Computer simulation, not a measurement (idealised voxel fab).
process module | voxel air gaps
cross-section cut | 265 nm wide | cells 5 nm
A cross-section is a grid of square cells, given in bands from the top down. A band is one or more rows of cells.
Each band's line starts with the height of the band's top and of its bottom, in nm. Then come its materials from left to right, each with its width in nm. One material with "throughout" fills the band from edge to edge. "air" is empty space.
Height 0 is the level under which the wafer as received is all one material. The lowest band goes on downwards, as in "0 down".
A width such as "30 to 40" changes by the same amount from each row of cells to the next, from the band's top row to its bottom row.
"no change" after a step means that no cell of the cross-section changed.
closed voids: empty space of 8 cells or more with no open way to the top, each as width x height at its distance from the left edge, in nm
after a step's settings: what the simulator itself notes on the step
overlay nm, on a step with a mask: how far to the right of its planned place the mask lay; to the left if negative
plan
1 op RECEIVE | material Si
2 op CONFORMAL_DEP | material SiO2 | thk nm 10
3 op CONFORMAL_DEP | material SiN | thk nm 5
4 op DIRECTIONAL_DEP | material lowk | thk nm 30
5 op PATTERN | tone open | mask id LINES | material resist | width nm 25 | pitch nm 50 | thk nm 15 | overlay nm 0
6 op DIRECTIONAL_ETCH | etch materials lowk | depth nm 30
7 op STRIP | etch materials resist
8 op CONFORMAL_DEP | material TiN | thk nm 5
9 op FILL_DEP | material Ru | thk nm 10
10 op CMP | height nm 45
11 op EPI | material Ru | thk nm 10
12 op SELECTIVE_ETCH | etch materials lowk | depth nm 40
13 op CONFORMAL_DEP | material SiCN | thk nm 5
as received, after step 1
  0 down: Si throughout
  closed voids: none
a wafer at the end: this start, this plan, one mistake
  60 to 55: SiCN throughout
  55 to 45: Ru throughout
  45 to 40: TiN 50 | Ru 15 | TiN 35 | Ru 15 | TiN 35 | Ru 15 | TiN 35 | Ru 15 | TiN 50
  40 to 20: lowk 45 | TiN 5 | Ru 15 | TiN 5 | lowk 25 | TiN 5 | Ru 15 | TiN 5 | lowk 25 | TiN 5 | Ru 15 | TiN 5 | lowk 25 | TiN 5 | Ru 15 | TiN 5 | lowk 45
  20 to 15: lowk 45 | TiN 25 | lowk 25 | TiN 25 | lowk 25 | TiN 25 | lowk 25 | TiN 25 | lowk 45
  15 to 10: SiN throughout
  10 to 0: SiO2 throughout
  0 down: Si throughout
  closed voids: none
what went wrong: step 4 ran as: op DIRECTIONAL_DEP | material lowk | thk nm 25
